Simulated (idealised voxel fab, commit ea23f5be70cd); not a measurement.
A process module follows: voxel capacitor over wiring.
Section cut is 285 nm wide and gridded with 5 nm square cells.
If you're reading a cross-section in this doc, picture square cells in a grid; it comes to you as bands, top ones listed first down to the bottom, and a band can be one or more rows of cells.
The entry gives the band's vertical extent as a top height and a bottom height in nm, then its horizontal make-up as materials from left to right, each with a width in nm. "empty" stands for empty space; a single material marked "all across" fills the band edge to edge.
The level at which height equals 0 is the one under which the wafer, as it arrives, is entirely one material. No lower edge exists for the bottom band, which continues downward and is notated as in "z 0 and below".
The notation "30 to 40" denotes a width that varies across the rows of cells in the band, beginning at the first number in the top row, finishing at the second number in the bottom row, and changing by an identical amount from each row to the next.
The designation "no alteration", where it is given for a processing step, indicates that no cell of the cross-section was altered in the course of that step.
Under "Sealed voids" you'll find the enclosed gaps, the ones with no way out to the top, that are 8 cells or bigger; each reads width x height at distance, with distance counted from the left edge, everything in nm.
On each step's line, the part that comes after the settings is the simulator's own comment on the step.
When a step includes a mask, the "overlay nm" setting on its line states how far to the right of its planned place that mask lay, and negative values state how far to the left.
Pairs, read this way: before one process step on the one hand, after it on the other, the after cross-section ending at the lowest band that changed; the step between, settings included, beneath. Same starting wafer throughout, but possibly different runs of this module, so no pair continues from the pair above unless its entry headed "Pre-process" says so.

# Pre-process
> z 0 and below  Si all across
> Sealed voids: none

# Step Result
> z 15 to 0  SiO2 all across
> Anything lower than 0 is untouched.
> Sealed voids: none
Which process step falls between the two cross-sections above? CONFORMAL_DEP,material SiO2,thk nm 15

Pre-process: after-state, pair directly above.

# Step Result
> z 20 to 15  TiN all across
> Anything lower than 15 is untouched.
> Sealed voids: none
Which process step falls between the two cross-sections above? DIRECTIONAL_DEP,material TiN,thk nm 5

Pre-process: after-state, pair directly above.

# Step Result
> z 40 to 20  Ru all across
> Anything lower than 20 is untouched.
> Sealed voids: none
Which process step falls between the two cross-sections above? DIRECTIONAL_DEP,material Ru,thk nm 20

Pre-process: after-state, pair directly above.

# Step Result
> z 60 to 40  empty: 75, resist: 30, empty: 70, resist: 30, empty: 80
> Anything lower than 40 is untouched.
> Sealed voids: none
Which process step falls between the two cross-sections above? PATTERN,tone cover,mask id METAL_1,material resist,width nm 30,pitch nm 100,thk nm 20,overlay nm 0

Pre-process: after-state, pair directly above.

# Step Result
> z 60 to 40  empty: 75, resist: 30, empty: 70, resist: 30, empty: 80
> z 40 to 20  empty: 75, Ru: 30, empty: 70, Ru: 30, empty: 80
> Anything lower than 20 is untouched.
> Sealed voids: none
Which process step falls between the two cross-sections above? DIRECTIONAL_ETCH,etch materials Ru,depth nm 20

Pre-process: after-state, pair directly above.

# Step Result
> z 60 to 40  empty: 75, resist: 30, empty: 70, resist: 30, empty: 80
> z 40 to 20  empty: 75, Ru: 30, empty: 70, Ru: 30, empty: 80
> z 20 to 15  empty: 75, TiN: 30, empty: 70, TiN: 30, empty: 80
> Anything lower than 15 is untouched.
> Sealed voids: none
Which process step falls between the two cross-sections above? DIRECTIONAL_ETCH,etch materials TiN,depth nm 5

Pre-process: after-state, pair directly above.

# Step Result
> z 40 to 20  empty: 75, Ru: 30, empty: 70, Ru: 30, empty: 80
> Anything lower than 20 is untouched.
> Sealed voids: none
Which process step falls between the two cross-sections above? STRIP,etch materials resist

Pre-process: after-state, pair directly above.

# Step Result
> z 50 to 40  SiO2 all across
> z 40 to 20  SiO2: 75, Ru: 30, SiO2: 70, Ru: 30, SiO2: 80
> z 20 to 15  SiO2: 75, TiN: 30, SiO2: 70, TiN: 30, SiO2: 80
> Anything lower than 15 is untouched.
> Sealed voids: none
Which process step falls between the two cross-sections above? FILL_DEP,material SiO2,thk nm 10

Pre-process: after-state, pair directly above.

# Step Result
> z 40 to 20  SiO2: 75, Ru: 30, SiO2: 70, Ru: 30, SiO2: 80
> Anything lower than 20 is untouched.
> Sealed voids: none
Which process step falls between the two cross-sections above? CMP,height nm 40

Pre-process: after-state, pair directly above.

# Step Result
> z 45 to 40  SiCN all across
> Anything lower than 40 is untouched.
> Sealed voids: none
Which process step falls between the two cross-sections above? CONFORMAL_DEP,material SiCN,thk nm 5

Pre-process: after-state, pair directly above.

# Step Result
> z 60 to 45  lowk all across
> Anything lower than 45 is untouched.
> Sealed voids: none
Which process step falls between the two cross-sections above? DIRECTIONAL_DEP,material lowk,thk nm 15

Pre-process: after-state, pair directly above.

# Step Result
> z 75 to 60  aC all across
> Anything lower than 60 is untouched.
> Sealed voids: none
Which process step falls between the two cross-sections above? DIRECTIONAL_DEP,material aC,thk nm 15

Pre-process: after-state, pair directly above.

# Step Result
> z 105 to 75  resist: 90, empty: 15, resist: 180
> Anything lower than 75 is untouched.
> Sealed voids: none
Which process step falls between the two cross-sections above? PATTERN,tone open,mask id PLUG_1,material resist,width nm 15,thk nm 30,overlay nm 0

Pre-process: after-state, pair directly above.

# Step Result
> z 90 to 75  resist: 90, empty: 15, resist: 180
> z 75 to 60  aC: 90, empty: 15, aC: 180
> Anything lower than 60 is untouched.
> Sealed voids: none
Which process step falls between the two cross-sections above? DIRECTIONAL_ETCH,etch materials aC,depth nm 15

Pre-process: after-state, pair directly above.

# Step Result
> z 75 to 60  aC: 90, empty: 15, aC: 180
> Anything lower than 60 is untouched.
> Sealed voids: none
Which process step falls between the two cross-sections above? STRIP,etch materials resist

Pre-process: after-state, pair directly above.

# Step Result
> z 75 to 60  aC: 90, empty: 15, aC: 180
> z 60 to 45  lowk: 90, empty: 15, lowk: 180
> Anything lower than 45 is untouched.
> Sealed voids: none
Which process step falls between the two cross-sections above? DIRECTIONAL_ETCH,etch materials lowk,depth nm 15

Pre-process: after-state, pair directly above.

# Step Result
> z 75 to 60  aC: 90, empty: 15, aC: 180
> z 60 to 45  lowk: 90, empty: 15, lowk: 180
> z 45 to 40  SiCN: 90, empty: 15, SiCN: 180
> Anything lower than 40 is untouched.
> Sealed voids: none
Which process step falls between the two cross-sections above? DIRECTIONAL_ETCH,etch materials SiCN,depth nm 5

Pre-process: after-state, pair directly above.

# Step Result
> z 60 to 45  lowk: 90, empty: 15, lowk: 180
> Anything lower than 45 is untouched.
> Sealed voids: none
Which process step falls between the two cross-sections above? STRIP,etch materials aC

Pre-process: after-state, pair directly above.

# Step Result
> z 60 to 50  lowk: 90, empty: 15, lowk: 180
> z 50 to 45  lowk: 90, Ru: 15, lowk: 180
> z 45 to 40  SiCN: 90, Ru: 15, SiCN: 180
> Anything lower than 40 is untouched.
> Sealed voids: none
Which process step falls between the two cross-sections above? EPI,material Ru,thk nm 10

Pre-process: after-state, pair directly above.

# Step Result
> z 60 to 45  lowk: 90, Ru: 15, lowk: 180
> Anything lower than 45 is untouched.
> Sealed voids: none
Which process step falls between the two cross-sections above? EPI,material Ru,thk nm 10

Pre-process: after-state, pair directly above.

# Step Result
> z 70 to 60  TiN all across
> Anything lower than 60 is untouched.
> Sealed voids: none
Which process step falls between the two cross-sections above? DIRECTIONAL_DEP,material TiN,thk nm 10

Pre-process: after-state, pair directly above.

# Step Result
> z 75 to 70  Al2O3 all across
> Anything lower than 70 is untouched.
> Sealed voids: none
Which process step falls between the two cross-sections above? DIRECTIONAL_DEP,material Al2O3,thk nm 5

Pre-process: after-state, pair directly above.

# Step Result
> z 80 to 75  TiN all across
> Anything lower than 75 is untouched.
> Sealed voids: none
Which process step falls between the two cross-sections above? DIRECTIONAL_DEP,material TiN,thk nm 5

Pre-process: after-state, pair directly above.

# Step Result
> z 95 to 80  empty: 90, resist: 75, empty: 120
> Anything lower than 80 is untouched.
> Sealed voids: none
Which process step falls between the two cross-sections above? PATTERN,tone cover,mask id UPPER_PLATE,material resist,width nm 75,thk nm 15,overlay nm 0

Pre-process: after-state, pair directly above.

# Step Result
> z 95 to 80  empty: 90, resist: 75, empty: 120
> z 80 to 75  empty: 90, TiN: 75, empty: 120
> Anything lower than 75 is untouched.
> Sealed voids: none
Which process step falls between the two cross-sections above? DIRECTIONAL_ETCH,etch materials TiN,depth nm 5

Pre-process: after-state, pair directly above.

# Step Result
> z 95 to 80  empty: 90, resist: 75, empty: 120
> z 80 to 75  empty: 90, TiN: 75, empty: 120
> z 75 to 70  empty: 90, Al2O3: 75, empty: 120
> Anything lower than 70 is untouched.
> Sealed voids: none
Which process step falls between the two cross-sections above? DIRECTIONAL_ETCH,etch materials Al2O3,depth nm 5

Pre-process: after-state, pair directly above.

# Step Result
> z 80 to 75  empty: 90, TiN: 75, empty: 120
> Anything lower than 75 is untouched.
> Sealed voids: none
Which process step falls between the two cross-sections above? STRIP,etch materials resist

Pre-process: after-state, pair directly above.

# Step Result
> z 80 to 75  empty: 90, TiN: 75, empty: 120
> z 75 to 70  empty: 90, Al2O3: 75, empty: 120
> z 70 to 60  empty: 85, TiN: 85, empty: 115
> Anything lower than 60 is untouched.
> Sealed voids: none
Which process step falls between the two cross-sections above? MASKED_ETCH,tone cover,mask id LOWER_PLATE,width nm 85,etch materials TiN,depth nm 10,overlay nm 0

Pre-process: after-state, pair directly above.

# Step Result
> z 100 to 80  SiO2 all across
> z 80 to 75  SiO2: 90, TiN: 75, SiO2: 120
> z 75 to 70  SiO2: 90, Al2O3: 75, SiO2: 120
> z 70 to 60  SiO2: 85, TiN: 85, SiO2: 115
> Anything lower than 60 is untouched.
> Sealed voids: none
Which process step falls between the two cross-sections above? FILL_DEP,material SiO2,thk nm 20

Pre-process: after-state, pair directly above.

# Step Result
> z 95 to 80  SiO2 all across
> Anything lower than 80 is untouched.
> Sealed voids: none
Which process step falls between the two cross-sections above? CMP,height nm 95

Pre-process: after-state, pair directly above.

# Step Result
> z 95 to 80  SiO2: 100, empty: 15, SiO2: 170
> Anything lower than 80 is untouched.
> Sealed voids: none
Which process step falls between the two cross-sections above? MASKED_ETCH,tone open,mask id PLUG_2,width nm 15,etch materials SiO2,depth nm 15,overlay nm 0

Pre-process: after-state, pair directly above.

# Step Result
> z 100 to 95  TiN: 105, empty: 5, TiN: 175
> z 95 to 85  SiO2: 100, TiN: 5, empty: 5, TiN: 5, SiO2: 170
> z 85 to 75  SiO2: 100 to 90, TiN: 15 to 75, SiO2: 170 to 120
> Anything lower than 75 is untouched.
> Sealed voids: none
Which process step falls between the two cross-sections above? CONFORMAL_DEP,material TiN,thk nm 5

Pre-process: after-state, pair directly above.

# Step Result
> z 110 to 100  Ru all across
> z 100 to 95  TiN: 105, Ru: 5, TiN: 175
> z 95 to 85  SiO2: 100, TiN: 5, Ru: 5, TiN: 5, SiO2: 170
> Anything lower than 85 is untouched.
> Sealed voids: none
Which process step falls between the two cross-sections above? FILL_DEP,material Ru,thk nm 10

Pre-process: after-state, pair directly above.

# Step Result
> z 95 to 85  SiO2: 100, TiN: 5, Ru: 5, TiN: 5, SiO2: 170
> Anything lower than 85 is untouched.
> Sealed voids: none
Which process step falls between the two cross-sections above? CMP,height nm 95

Pre-process: after-state, pair directly above.

# Step Result
> z 100 to 95  SiN all across
> Anything lower than 95 is untouched.
> Sealed voids: none
Which process step falls between the two cross-sections above? CONFORMAL_DEP,material SiN,thk nm 5

# Pre-process
> z 60 to 50  lowk: 90, empty: 15, lowk: 180
> z 50 to 45  lowk: 90, Ru: 15, lowk: 180
> z 45 to 40  SiCN: 90, Ru: 15, SiCN: 180
> z 40 to 20  SiO2: 75, Ru: 30, SiO2: 70, Ru: 30, SiO2: 80
> z 20 to 15  SiO2: 75, TiN: 30, SiO2: 70, TiN: 30, SiO2: 80
> z 15 to 0  SiO2 all across
> z 0 and below  Si all across
> Sealed voids: none

# Step Result
> z 70 to 60  TiN: 90, empty: 15, TiN: 180
> z 60 to 50  lowk: 90, TiN: 15, lowk: 180
> Anything lower than 50 is untouched.
> Sealed voids: none
Which process step falls between the two cross-sections above? DIRECTIONAL_DEP,material TiN,thk nm 10

Pre-process: after-state, pair directly above.

# Step Result
> z 75 to 70  Al2O3: 90, empty: 15, Al2O3: 180
> z 70 to 65  TiN: 90, empty: 15, TiN: 180
> z 65 to 60  TiN: 90, Al2O3: 15, TiN: 180
> Anything lower than 60 is untouched.
> Sealed voids: none
Which process step falls between the two cross-sections above? DIRECTIONAL_DEP,material Al2O3,thk nm 5

Pre-process: after-state, pair directly above.

# Step Result
> z 80 to 75  TiN: 90, empty: 15, TiN: 180
> z 75 to 70  Al2O3: 90, empty: 15, Al2O3: 180
> z 70 to 65  TiN all across
> Anything lower than 65 is untouched.
> Sealed voids: none
Which process step falls between the two cross-sections above? DIRECTIONAL_DEP,material TiN,thk nm 5

Pre-process: after-state, pair directly above.

# Step Result
> z 95 to 80  empty: 90, resist: 75, empty: 120
> z 80 to 75  TiN: 90, resist: 15, TiN: 180
> z 75 to 70  Al2O3: 90, resist: 15, Al2O3: 180
> Anything lower than 70 is untouched.
> Sealed voids: none
Which process step falls between the two cross-sections above? PATTERN,tone cover,mask id UPPER_PLATE,material resist,width nm 75,thk nm 15,overlay nm 0

Pre-process: after-state, pair directly above.

# Step Result
> z 95 to 80  empty: 90, resist: 75, empty: 120
> z 80 to 75  empty: 90, resist: 15, TiN: 60, empty: 120
> Anything lower than 75 is untouched.
> Sealed voids: none
Which process step falls between the two cross-sections above? DIRECTIONAL_ETCH,etch materials TiN,depth nm 5

Pre-process: after-state, pair directly above.

# Step Result
> z 95 to 80  empty: 90, resist: 75, empty: 120
> z 80 to 75  empty: 90, resist: 15, TiN: 60, empty: 120
> z 75 to 70  empty: 90, resist: 15, Al2O3: 60, empty: 120
> Anything lower than 70 is untouched.
> Sealed voids: none
Which process step falls between the two cross-sections above? DIRECTIONAL_ETCH,etch materials Al2O3,depth nm 5

Pre-process: after-state, pair directly above.

# Step Result
> z 80 to 75  empty: 105, TiN: 60, empty: 120
> z 75 to 70  empty: 105, Al2O3: 60, empty: 120
> Anything lower than 70 is untouched.
> Sealed voids: none
Which process step falls between the two cross-sections above? STRIP,etch materials resist

Pre-process: after-state, pair directly above.

# Step Result
> z 80 to 75  empty: 105, TiN: 60, empty: 120
> z 75 to 70  empty: 105, Al2O3: 60, empty: 120
> z 70 to 65  empty: 85, TiN: 85, empty: 115
> z 65 to 60  empty: 85, TiN: 5, Al2O3: 15, TiN: 65, empty: 115
> Anything lower than 60 is untouched.
> Sealed voids: none
Which process step falls between the two cross-sections above? MASKED_ETCH,tone cover,mask id LOWER_PLATE,width nm 85,etch materials TiN,depth nm 10,overlay nm 0

Pre-process: after-state, pair directly above.

# Step Result
> z 100 to 80  SiO2 all across
> z 80 to 75  SiO2: 105, TiN: 60, SiO2: 120
> z 75 to 70  SiO2: 105, Al2O3: 60, SiO2: 120
> z 70 to 65  SiO2: 85, TiN: 85, SiO2: 115
> z 65 to 60  SiO2: 85, TiN: 5, Al2O3: 15, TiN: 65, SiO2: 115
> Anything lower than 60 is untouched.
> Sealed voids: none
Which process step falls between the two cross-sections above? FILL_DEP,material SiO2,thk nm 20

Pre-process: after-state, pair directly above.

# Step Result
> z 95 to 80  SiO2 all across
> Anything lower than 80 is untouched.
> Sealed voids: none
Which process step falls between the two cross-sections above? CMP,height nm 95

Pre-process: after-state, pair directly above.

# Step Result
> z 95 to 80  SiO2: 100, empty: 15, SiO2: 170
> Anything lower than 80 is untouched.
> Sealed voids: none
Which process step falls between the two cross-sections above? MASKED_ETCH,tone open,mask id PLUG_2,width nm 15,etch materials SiO2,depth nm 15,overlay nm 0

Pre-process: after-state, pair directly above.

# Step Result
> z 100 to 95  TiN: 105, empty: 5, TiN: 175
> z 95 to 85  SiO2: 100, TiN: 5, empty: 5, TiN: 5, SiO2: 170
> z 85 to 75  SiO2: 100 to 105, TiN: 15 to 60, SiO2: 170 to 120
> Anything lower than 75 is untouched.
> Sealed voids: none
Which process step falls between the two cross-sections above? CONFORMAL_DEP,material TiN,thk nm 5

Pre-process: after-state, pair directly above.

# Step Result
> z 110 to 100  Ru all across
> z 100 to 95  TiN: 105, Ru: 5, TiN: 175
> z 95 to 85  SiO2: 100, TiN: 5, Ru: 5, TiN: 5, SiO2: 170
> Anything lower than 85 is untouched.
> Sealed voids: none
Which process step falls between the two cross-sections above? FILL_DEP,material Ru,thk nm 10

Pre-process: after-state, pair directly above.

# Step Result
> z 95 to 85  SiO2: 100, TiN: 5, Ru: 5, TiN: 5, SiO2: 170
> Anything lower than 85 is untouched.
> Sealed voids: none
Which process step falls between the two cross-sections above? CMP,height nm 95

Pre-process: after-state, pair directly above.

# Step Result
> z 100 to 95  SiN all across
> Anything lower than 95 is untouched.
> Sealed voids: none
Which process step falls between the two cross-sections above? CONFORMAL_DEP,material SiN,thk nm 5

# Pre-process
> z 60 to 45  lowk: 90, Ru: 15, lowk: 180
> z 45 to 40  SiCN: 90, Ru: 15, SiCN: 180
> z 40 to 20  SiO2: 75, Ru: 30, SiO2: 70, Ru: 30, SiO2: 80
> z 20 to 15  SiO2: 75, TiN: 30, SiO2: 70, TiN: 30, SiO2: 80
> z 15 to 0  SiO2 all across
> z 0 and below  Si all across
> Sealed voids: none

# Step Result
> z 70 to 60  empty: 80, Ru: 35, empty: 170
> Anything lower than 60 is untouched.
> Sealed voids: none
Which process step falls between the two cross-sections above? EPI,material Ru,thk nm 10

Pre-process: after-state, pair directly above.

# Step Result
> z 80 to 70  empty: 80, TiN: 35, empty: 170
> z 70 to 60  TiN: 80, Ru: 35, TiN: 170
> Anything lower than 60 is untouched.
> Sealed voids: none
Which process step falls between the two cross-sections above? DIRECTIONAL_DEP,material TiN,thk nm 10

Pre-process: after-state, pair directly above.

# Step Result
> z 85 to 80  empty: 80, Al2O3: 35, empty: 170
> z 80 to 75  empty: 80, TiN: 35, empty: 170
> z 75 to 70  Al2O3: 80, TiN: 35, Al2O3: 170
> Anything lower than 70 is untouched.
> Sealed voids: none
Which process step falls between the two cross-sections above? DIRECTIONAL_DEP,material Al2O3,thk nm 5

Pre-process: after-state, pair directly above.

# Step Result
> z 90 to 85  empty: 80, TiN: 35, empty: 170
> z 85 to 80  empty: 80, Al2O3: 35, empty: 170
> z 80 to 75  TiN all across
> Anything lower than 75 is untouched.
> Sealed voids: none
Which process step falls between the two cross-sections above? DIRECTIONAL_DEP,material TiN,thk nm 5

Pre-process: after-state, pair directly above.

# Step Result
> z 105 to 90  empty: 90, resist: 75, empty: 120
> z 90 to 85  empty: 80, TiN: 35, resist: 50, empty: 120
> z 85 to 80  empty: 80, Al2O3: 35, resist: 50, empty: 120
> Anything lower than 80 is untouched.
> Sealed voids: none
Which process step falls between the two cross-sections above? PATTERN,tone cover,mask id UPPER_PLATE,material resist,width nm 75,thk nm 15,overlay nm 0

Pre-process: after-state, pair directly above.

# Step Result
> z 105 to 90  empty: 90, resist: 75, empty: 120
> z 90 to 85  empty: 90, TiN: 25, resist: 50, empty: 120
> z 85 to 80  empty: 80, Al2O3: 35, resist: 50, empty: 120
> z 80 to 75  empty: 80, TiN: 85, empty: 120
> Anything lower than 75 is untouched.
> Sealed voids: none
Which process step falls between the two cross-sections above? DIRECTIONAL_ETCH,etch materials TiN,depth nm 5

Pre-process: after-state, pair directly above.

# Step Result
> z 105 to 90  empty: 90, resist: 75, empty: 120
> z 90 to 85  empty: 90, TiN: 25, resist: 50, empty: 120
> z 85 to 80  empty: 90, Al2O3: 25, resist: 50, empty: 120
> z 80 to 75  empty: 80, TiN: 85, empty: 120
> z 75 to 70  empty: 80, TiN: 35, Al2O3: 50, empty: 120
> Anything lower than 70 is untouched.
> Sealed voids: none
Which process step falls between the two cross-sections above? DIRECTIONAL_ETCH,etch materials Al2O3,depth nm 5

Pre-process: after-state, pair directly above.

# Step Result
> z 90 to 85  empty: 90, TiN: 25, empty: 170
> z 85 to 80  empty: 90, Al2O3: 25, empty: 170
> Anything lower than 80 is untouched.
> Sealed voids: none
Which process step falls between the two cross-sections above? STRIP,etch materials resist

Pre-process: after-state, pair directly above.

# Step Result
> z 90 to 85  empty: 90, TiN: 25, empty: 170
> z 85 to 80  empty: 90, Al2O3: 25, empty: 170
> z 80 to 75  empty: 85, TiN: 80, empty: 120
> z 75 to 70  empty: 85, TiN: 30, Al2O3: 50, empty: 120
> z 70 to 60  empty: 80, Ru: 35, TiN: 55, empty: 115
> Anything lower than 60 is untouched.
> Sealed voids: none
Which process step falls between the two cross-sections above? MASKED_ETCH,tone cover,mask id LOWER_PLATE,width nm 85,etch materials TiN,depth nm 10,overlay nm 0

Pre-process: after-state, pair directly above.

# Step Result
> z 110 to 90  SiO2 all across
> z 90 to 85  SiO2: 90, TiN: 25, SiO2: 170
> z 85 to 80  SiO2: 90, Al2O3: 25, SiO2: 170
> z 80 to 75  SiO2: 85, TiN: 80, SiO2: 120
> z 75 to 70  SiO2: 85, TiN: 30, Al2O3: 50, SiO2: 120
> z 70 to 60  SiO2: 80, Ru: 35, TiN: 55, SiO2: 115
> Anything lower than 60 is untouched.
> Sealed voids: none
Which process step falls between the two cross-sections above? FILL_DEP,material SiO2,thk nm 20

Pre-process: after-state, pair directly above.

# Step Result
> z 95 to 90  SiO2 all across
> Anything lower than 90 is untouched.
> Sealed voids: none
Which process step falls between the two cross-sections above? CMP,height nm 95

Pre-process: after-state, pair directly above.

# Step Result
> z 95 to 90  SiO2: 100, empty: 15, SiO2: 170
> Anything lower than 90 is untouched.
> Sealed voids: none
Which process step falls between the two cross-sections above? MASKED_ETCH,tone open,mask id PLUG_2,width nm 15,etch materials SiO2,depth nm 15,overlay nm 0

Pre-process: after-state, pair directly above.

# Step Result
> z 100 to 95  TiN: 105, empty: 5, TiN: 175
> z 95 to 85  SiO2: 100 to 90, TiN: 15 to 25, SiO2: 170
> Anything lower than 85 is untouched.
> Sealed voids: none
Which process step falls between the two cross-sections above? CONFORMAL_DEP,material TiN,thk nm 5

Pre-process: after-state, pair directly above.

# Step Result
> z 110 to 100  Ru all across
> z 100 to 95  TiN: 105, Ru: 5, TiN: 175
> Anything lower than 95 is untouched.
> Sealed voids: none
Which process step falls between the two cross-sections above? FILL_DEP,material Ru,thk nm 10

Pre-process: after-state, pair directly above.

# Step Result
> z 95 to 85  SiO2: 100 to 90, TiN: 15 to 25, SiO2: 170
> Anything lower than 85 is untouched.
> Sealed voids: none
Which process step falls between the two cross-sections above? CMP,height nm 95

Pre-process: after-state, pair directly above.

# Step Result
> z 100 to 95  SiN all across
> Anything lower than 95 is untouched.
> Sealed voids: none
Which process step falls between the two cross-sections above? CONFORMAL_DEP,material SiN,thk nm 5

# Pre-process
> z 60 to 45  lowk: 90, Ru: 15, lowk: 180
> z 45 to 40  SiCN: 90, Ru: 15, SiCN: 180
> z 40 to 20  SiO2: 75, Ru: 30, SiO2: 70, Ru: 30, SiO2: 80
> z 20 to 15  SiO2: 75, TiN: 30, SiO2: 70, TiN: 30, SiO2: 80
> z 15 to 0  SiO2 all across
> z 0 and below  Si all across
> Sealed voids: none

# Step Result
> z 65 to 60  Al2O3 all across
> Anything lower than 60 is untouched.
> Sealed voids: none
Which process step falls between the two cross-sections above? DIRECTIONAL_DEP,material Al2O3,thk nm 5

Pre-process: after-state, pair directly above.

# Step Result
> z 75 to 65  TiN all across
> Anything lower than 65 is untouched.
> Sealed voids: none
Which process step falls between the two cross-sections above? DIRECTIONAL_DEP,material TiN,thk nm 10

Pre-process: after-state, pair directly above.

# Step Result
> z 80 to 65  TiN all across
> Anything lower than 65 is untouched.
> Sealed voids: none
Which process step falls between the two cross-sections above? DIRECTIONAL_DEP,material TiN,thk nm 5

Pre-process: after-state, pair directly above.

# Step Result
> z 95 to 80  empty: 90, resist: 75, empty: 120
> Anything lower than 80 is untouched.
> Sealed voids: none
Which process step falls between the two cross-sections above? PATTERN,tone cover,mask id UPPER_PLATE,material resist,width nm 75,thk nm 15,overlay nm 0

Pre-process: after-state, pair directly above.

# Step Result
> z 95 to 80  empty: 90, resist: 75, empty: 120
> z 80 to 75  empty: 90, TiN: 75, empty: 120
> Anything lower than 75 is untouched.
> Sealed voids: none
Which process step falls between the two cross-sections above? DIRECTIONAL_ETCH,etch materials TiN,depth nm 5

Pre-process: after-state, pair directly above.

# Step Result
> z 80 to 75  empty: 90, TiN: 75, empty: 120
> Anything lower than 75 is untouched.
> Sealed voids: none
Which process step falls between the two cross-sections above? STRIP,etch materials resist

Pre-process: after-state, pair directly above.

# Step Result
> z 80 to 75  empty: 90, TiN: 75, empty: 120
> z 75 to 65  empty: 85, TiN: 85, empty: 115
> Anything lower than 65 is untouched.
> Sealed voids: none
Which process step falls between the two cross-sections above? MASKED_ETCH,tone cover,mask id LOWER_PLATE,width nm 85,etch materials TiN,depth nm 10,overlay nm 0

Pre-process: after-state, pair directly above.

# Step Result
> z 100 to 80  SiO2 all across
> z 80 to 75  SiO2: 90, TiN: 75, SiO2: 120
> z 75 to 65  SiO2: 85, TiN: 85, SiO2: 115
> Anything lower than 65 is untouched.
> Sealed voids: none
Which process step falls between the two cross-sections above? FILL_DEP,material SiO2,thk nm 20

Pre-process: after-state, pair directly above.

# Step Result
> z 95 to 80  SiO2 all across
> Anything lower than 80 is untouched.
> Sealed voids: none
Which process step falls between the two cross-sections above? CMP,height nm 95

Pre-process: after-state, pair directly above.

# Step Result
> z 95 to 80  SiO2: 100, empty: 15, SiO2: 170
> Anything lower than 80 is untouched.
> Sealed voids: none
Which process step falls between the two cross-sections above? MASKED_ETCH,tone open,mask id PLUG_2,width nm 15,etch materials SiO2,depth nm 15,overlay nm 0

Pre-process: after-state, pair directly above.

# Step Result
> z 100 to 95  TiN: 105, empty: 5, TiN: 175
> z 95 to 85  SiO2: 100, TiN: 5, empty: 5, TiN: 5, SiO2: 170
> z 85 to 75  SiO2: 100 to 90, TiN: 15 to 75, SiO2: 170 to 120
> Anything lower than 75 is untouched.
> Sealed voids: none
Which process step falls between the two cross-sections above? CONFORMAL_DEP,material TiN,thk nm 5

Pre-process: after-state, pair directly above.

# Step Result
> z 110 to 100  Ru all across
> z 100 to 95  TiN: 105, Ru: 5, TiN: 175
> z 95 to 85  SiO2: 100, TiN: 5, Ru: 5, TiN: 5, SiO2: 170
> Anything lower than 85 is untouched.
> Sealed voids: none
Which process step falls between the two cross-sections above? FILL_DEP,material Ru,thk nm 10

Pre-process: after-state, pair directly above.

# Step Result
> z 95 to 85  SiO2: 100, TiN: 5, Ru: 5, TiN: 5, SiO2: 170
> Anything lower than 85 is untouched.
> Sealed voids: none
Which process step falls between the two cross-sections above? CMP,height nm 95

Pre-process: after-state, pair directly above.

# Step Result
> z 100 to 95  SiN all across
> Anything lower than 95 is untouched.
> Sealed voids: none
Which process step falls between the two cross-sections above? CONFORMAL_DEP,material SiN,thk nm 5

# Pre-process
> z 0 and below  Si all across
> Sealed voids: none

# Step Result
> z 10 to 0  SiO2 all across
> Anything lower than 0 is untouched.
> Sealed voids: none
Which process step falls between the two cross-sections above? CONFORMAL_DEP,material SiO2,thk nm 10

Pre-process: after-state, pair directly above.

# Step Result
> z 15 to 10  TiN all across
> Anything lower than 10 is untouched.
> Sealed voids: none
Which process step falls between the two cross-sections above? DIRECTIONAL_DEP,material TiN,thk nm 5

Pre-process: after-state, pair directly above.

# Step Result
> z 35 to 15  Ru all across
> Anything lower than 15 is untouched.
> Sealed voids: none
Which process step falls between the two cross-sections above? DIRECTIONAL_DEP,material Ru,thk nm 20

Pre-process: after-state, pair directly above.

# Step Result
> z 55 to 35  empty: 75, resist: 30, empty: 70, resist: 30, empty: 80
> Anything lower than 35 is untouched.
> Sealed voids: none
Which process step falls between the two cross-sections above? PATTERN,tone cover,mask id METAL_1,material resist,width nm 30,pitch nm 100,thk nm 20,overlay nm 0

Pre-process: after-state, pair directly above.

# Step Result
> z 55 to 35  empty: 75, resist: 30, empty: 70, resist: 30, empty: 80
> z 35 to 15  empty: 75, Ru: 30, empty: 70, Ru: 30, empty: 80
> Anything lower than 15 is untouched.
> Sealed voids: none
Which process step falls between the two cross-sections above? DIRECTIONAL_ETCH,etch materials Ru,depth nm 20

Pre-process: after-state, pair directly above.

# Step Result
> z 55 to 35  empty: 75, resist: 30, empty: 70, resist: 30, empty: 80
> z 35 to 15  empty: 75, Ru: 30, empty: 70, Ru: 30, empty: 80
> z 15 to 10  empty: 75, TiN: 30, empty: 70, TiN: 30, empty: 80
> Anything lower than 10 is untouched.
> Sealed voids: none
Which process step falls between the two cross-sections above? DIRECTIONAL_ETCH,etch materials TiN,depth nm 5

Pre-process: after-state, pair directly above.

# Step Result
> z 35 to 15  empty: 75, Ru: 30, empty: 70, Ru: 30, empty: 80
> Anything lower than 15 is untouched.
> Sealed voids: none
Which process step falls between the two cross-sections above? STRIP,etch materials resist

Pre-process: after-state, pair directly above.

# Step Result
> z 45 to 35  SiO2 all across
> z 35 to 15  SiO2: 75, Ru: 30, SiO2: 70, Ru: 30, SiO2: 80
> z 15 to 10  SiO2: 75, TiN: 30, SiO2: 70, TiN: 30, SiO2: 80
> Anything lower than 10 is untouched.
> Sealed voids: none
Which process step falls between the two cross-sections above? FILL_DEP,material SiO2,thk nm 10

Pre-process: after-state, pair directly above.

# Step Result
> z 40 to 35  SiO2 all across
> Anything lower than 35 is untouched.
> Sealed voids: none
Which process step falls between the two cross-sections above? CMP,height nm 40

Pre-process: after-state, pair directly above.

# Step Result
> z 45 to 40  SiCN all across
> Anything lower than 40 is untouched.
> Sealed voids: none
Which process step falls between the two cross-sections above? CONFORMAL_DEP,material SiCN,thk nm 5

Pre-process: after-state, pair directly above.

# Step Result
> z 60 to 45  lowk all across
> Anything lower than 45 is untouched.
> Sealed voids: none
Which process step falls between the two cross-sections above? DIRECTIONAL_DEP,material lowk,thk nm 15

Pre-process: after-state, pair directly above.

# Step Result
> z 75 to 60  aC all across
> Anything lower than 60 is untouched.
> Sealed voids: none
Which process step falls between the two cross-sections above? DIRECTIONAL_DEP,material aC,thk nm 15

Pre-process: after-state, pair directly above.

# Step Result
> z 105 to 75  resist: 90, empty: 15, resist: 180
> Anything lower than 75 is untouched.
> Sealed voids: none
Which process step falls between the two cross-sections above? PATTERN,tone open,mask id PLUG_1,material resist,width nm 15,thk nm 30,overlay nm 0
